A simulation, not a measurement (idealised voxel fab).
process module | voxel wiring stack
cross-section cut | 175 nm wide | cells 5 nm
A cross-section is a grid of square cells, given in bands from the top down. A band is one or more rows of cells.
Each band's line starts with the height of the band's top and of its bottom, in nm. Then come its materials from left to right, each with its width in nm. One material with "throughout" fills the band from edge to edge. "air" is empty space.
Height 0 is the level under which the wafer as received is all one material. The lowest band goes on downwards, as in "0 down".
A width such as "30 to 40" changes by the same amount from each row of cells to the next, from the band's top row to its bottom row.
"no change" after a step means that no cell of the cross-section changed.
closed voids: empty space of 8 cells or more with no open way to the top, each as width x height at its distance from the left edge, in nm
after a step's settings: what the simulator itself notes on the step
overlay nm, on a step with a mask: how far to the right of its planned place the mask lay; to the left if negative
plan
1 op RECEIVE | material Si
2 op CONFORMAL_DEP | material SiO2 | thk nm 15
3 op DIRECTIONAL_DEP | material TiN | thk nm 5
4 op DIRECTIONAL_DEP | material W | thk nm 15
5 op DIRECTIONAL_DEP | material aC | thk nm 10
6 op PATTERN | tone cover | mask id METAL_1 | material resist | width nm 25 | pitch nm 55 | thk nm 25 | overlay nm 0
7 op DIRECTIONAL_ETCH | etch materials aC | depth nm 10
8 op STRIP | etch materials resist
9 op DIRECTIONAL_ETCH | etch materials W | depth nm 15
10 op DIRECTIONAL_ETCH | etch materials TiN | depth nm 5
11 op STRIP | etch materials aC
12 op CONFORMAL_DEP | material SiCN | thk nm 5
13 op FILL_DEP | material SiO2 | thk nm 5
14 op CMP | height nm 35
15 op CONFORMAL_DEP | material SiCN | thk nm 5
16 op DIRECTIONAL_DEP | material lowk | thk nm 30
17 op MASKED_ETCH | tone open | mask id METAL_2_HOLES | width nm 15 | etch materials lowk | depth nm 30 | overlay nm 0
18 op MASKED_ETCH | tone open | mask id METAL_2 | width nm 25 | pitch nm 55 | etch materials lowk | depth nm 20 | overlay nm 0
19 op MASKED_ETCH | tone open | mask id METAL_2 | width nm 25 | pitch nm 55 | etch materials SiCN | depth nm 5 | overlay nm 0
20 op CONFORMAL_DEP | material TiN | thk nm 5
21 op FILL_DEP | material Cu | thk nm 10
22 op CMP | height nm 70
23 op CONFORMAL_DEP | material SiN | thk nm 5
as received, after step 1
  0 down: Si throughout
  closed voids: none
first wafer at the end, as planned
  75 to 70: SiN throughout
  70 to 55: lowk 45 | TiN 5 | Cu 15 | TiN 5 | lowk 30 | TiN 5 | Cu 15 | TiN 5 | lowk 50
  55 to 50: lowk 45 | TiN 5 | Cu 5 | TiN 15 | lowk 30 | TiN 25 | lowk 50
  50 to 40: lowk 45 | TiN 5 | Cu 5 | TiN 5 | lowk 115
  40 to 35: SiCN 45 | TiN 15 | SiCN 115
  35 to 20: SiO2 40 | SiCN 5 | W 25 | SiCN 5 | SiO2 20 | SiCN 5 | W 25 | SiCN 5 | SiO2 45
  20 to 15: SiCN 45 | TiN 25 | SiCN 30 | TiN 25 | SiCN 50
  15 to 0: SiO2 throughout
  0 down: Si throughout
  closed voids: none
second wafer at the end: like start, like plan, one mistake
  75 to 70: SiN throughout
  70 to 55: lowk 45 | TiN 5 | Cu 15 | TiN 5 | lowk 30 | TiN 5 | Cu 15 | TiN 5 | lowk 50
  55 to 50: lowk 45 | TiN 5 | Cu 5 | TiN 15 | lowk 30 | TiN 25 | lowk 50
  50 to 40: lowk 45 | TiN 5 | Cu 5 | TiN 5 | lowk 115
  40 to 35: SiCN 45 | TiN 15 | SiCN 115
  35 to 30: SiCN 45 | TiN 25 | SiCN 30 | TiN 25 | SiCN 50
  30 to 0: SiO2 throughout
  0 down: Si throughout
  closed voids: none
what went wrong: step 2 was run twice
at the end the second wafer has, in cells: 12 fewer of SiCN | 42 more of SiO2 | 30 fewer of W
